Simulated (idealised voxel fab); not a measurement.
Process module name: voxel double patterning
Shown is cross-section cut, with a width of 200 nm and square cells of size 5 nm.
In this document a cross-section is written as a grid of square cells. It is given as a series of bands, listed from the top down, and a band is one or more rows of cells.
Each band's line starts with the height of the band's top and of its bottom, in nm. Then come its materials from left to right, each with its width in nm. One material with "everywhere" fills the band from edge to edge. "empty" is empty space.
Height reference: 0 = level under which incoming wafer is all one material. Lowest band: no bottom, runs on downward, e.g. "0 nm and below".
Per-row width for "30..40": begins at first number (top row of band), ends at second number (bottom row), increment between rows held constant.
Step note "no change occurred" = no cross-section cell changed.
The list in "Enclosed internal cavities" covers empty spaces of 8 cells or more that cannot reach the top through any open way, and it gives each as width x height at distance; the distance is from the left edge, and width, height and distance are in nm.
What comes after the settings on a step's line is commentary from the simulator itself on that step.
The "overlay nm" setting may appear on a step's line; for a step that uses a mask, it gives how far to the right of its planned position the mask lay, and a negative value indicates the left.

### Process steps foreseen in the plan
1: RECEIVE | material Si
2: CONFORMAL_DEP | material SiO2 | thk nm 10
3: DIRECTIONAL_DEP | material TiN | thk nm 20
4: DIRECTIONAL_DEP | material SiN | thk nm 5
5: MASKED_ETCH | tone open | mask id FIRST | width nm 15 | pitch nm 50 | etch materials SiN | depth nm 5 | overlay nm 0
6: DIRECTIONAL_DEP | material aC | thk nm 15
7: PATTERN | tone open | mask id SECOND | material resist | width nm 15 | thk nm 35 | overlay nm 0
8: DIRECTIONAL_ETCH | etch materials aC | depth nm 15
9: STRIP | etch materials resist
10: DIRECTIONAL_ETCH | etch materials SiN | depth nm 5
11: STRIP | etch materials aC
12: DIRECTIONAL_ETCH | etch materials TiN | depth nm 20
13: STRIP | etch materials SiN

### First wafer out of two, processed as planned

### Cross-section of the wafer upon arrival, representing the state reached after step 1
0 nm and below: Si everywhere
Enclosed internal cavities: none

### Take a look at the wafer's cross-section after step 2
10 nm to 0 nm: SiO2 everywhere
Anything lower than 0 is untouched.

### Take a look at the wafer's cross-section after step 3
30 nm to 10 nm: TiN everywhere
Anything lower than 10 is untouched.

### Take a look at the wafer's cross-section after step 4
35 nm to 30 nm: SiN everywhere
Anything lower than 30 is untouched.

### Take a look at the wafer's cross-section after step 5
35 nm to 30 nm: SiN=65, empty=15, SiN=35, empty=15, SiN=70
Anything lower than 30 is untouched.

### Take a look at the wafer's cross-section after step 6
50 nm to 45 nm: aC=65, empty=15, aC=35, empty=15, aC=70
45 nm to 35 nm: aC everywhere
35 nm to 30 nm: SiN=65, aC=15, SiN=35, aC=15, SiN=70
Anything lower than 30 is untouched.

### Take a look at the wafer's cross-section after step 7
85 nm to 50 nm: resist=90, empty=15, resist=95
50 nm to 45 nm: aC=65, resist=15, aC=35, resist=15, aC=70
Anything lower than 45 is untouched.

### Take a look at the wafer's cross-section after step 8
70 nm to 50 nm: resist=90, empty=15, resist=95
50 nm to 45 nm: aC=65, resist=15, aC=10, empty=15, aC=10, resist=15, aC=70
45 nm to 35 nm: aC=90, empty=15, aC=95
Anything lower than 35 is untouched.

### Take a look at the wafer's cross-section after step 9
50 nm to 45 nm: aC=65, empty=15, aC=10, empty=15, aC=10, empty=15, aC=70
Anything lower than 45 is untouched.

### Take a look at the wafer's cross-section after step 10
50 nm to 45 nm: aC=65, empty=15, aC=10, empty=15, aC=10, empty=15, aC=70
45 nm to 35 nm: aC=90, empty=15, aC=95
35 nm to 30 nm: SiN=65, aC=15, SiN=10, empty=15, SiN=10, aC=15, SiN=70
Anything lower than 30 is untouched.

### Take a look at the wafer's cross-section after step 11
35 nm to 30 nm: SiN=65, empty=15, SiN=10, empty=15, SiN=10, empty=15, SiN=70
Anything lower than 30 is untouched.

### Take a look at the wafer's cross-section after step 12
35 nm to 30 nm: SiN=65, empty=15, SiN=10, empty=15, SiN=10, empty=15, SiN=70
30 nm to 10 nm: TiN=65, empty=15, TiN=10, empty=15, TiN=10, empty=15, TiN=70
Anything lower than 10 is untouched.

### Take a look at the wafer's cross-section after step 13
30 nm to 10 nm: TiN=65, empty=15, TiN=10, empty=15, TiN=10, empty=15, TiN=70
Anything lower than 10 is untouched.

### Wafer two of two - same starting point, same process plan, one mistake in execution; matches wafer one up to and including step 1

### Second wafer, section view, time point: scheduled end of step 2
20 nm to 0 nm: TiN everywhere
Anything lower than 0 is untouched.

### Second wafer, section view, time point: scheduled end of step 3
30 nm to 20 nm: SiO2 everywhere
Anything lower than 20 is untouched.

### Second wafer, section view, time point: scheduled end of step 4
35 nm to 30 nm: SiN everywhere
Anything lower than 30 is untouched.

### Second wafer, section view, time point: scheduled end of step 5
35 nm to 30 nm: SiN=65, empty=15, SiN=35, empty=15, SiN=70
Anything lower than 30 is untouched.

### Second wafer, section view, time point: scheduled end of step 6
50 nm to 45 nm: aC=65, empty=15, aC=35, empty=15, aC=70
45 nm to 35 nm: aC everywhere
35 nm to 30 nm: SiN=65, aC=15, SiN=35, aC=15, SiN=70
Anything lower than 30 is untouched.

### Second wafer, section view, time point: scheduled end of step 7
85 nm to 50 nm: resist=90, empty=15, resist=95
50 nm to 45 nm: aC=65, resist=15, aC=35, resist=15, aC=70
Anything lower than 45 is untouched.

### Second wafer, section view, time point: scheduled end of step 8
70 nm to 50 nm: resist=90, empty=15, resist=95
50 nm to 45 nm: aC=65, resist=15, aC=10, empty=15, aC=10, resist=15, aC=70
45 nm to 35 nm: aC=90, empty=15, aC=95
Anything lower than 35 is untouched.

### Second wafer, section view, time point: scheduled end of step 9
50 nm to 45 nm: aC=65, empty=15, aC=10, empty=15, aC=10, empty=15, aC=70
Anything lower than 45 is untouched.

### Second wafer, section view, time point: scheduled end of step 10
50 nm to 45 nm: aC=65, empty=15, aC=10, empty=15, aC=10, empty=15, aC=70
45 nm to 35 nm: aC=90, empty=15, aC=95
35 nm to 30 nm: SiN=65, aC=15, SiN=10, empty=15, SiN=10, aC=15, SiN=70
Anything lower than 30 is untouched.

### Second wafer, section view, time point: scheduled end of step 11
35 nm to 30 nm: SiN=65, empty=15, SiN=10, empty=15, SiN=10, empty=15, SiN=70
Anything lower than 30 is untouched.

Second wafer, section view, time point: scheduled end of step 12: no change occurred

### Second wafer, section view, time point: scheduled end of step 13
30 nm to 20 nm: SiO2 everywhere
Anything lower than 20 is untouched.
Heads up, the wafer didn't run the way we planned it: sequence error: steps 2 and 3 interchanged
At the finish, the second wafer shows more or fewer cells for some materials than the first does: TiN +36
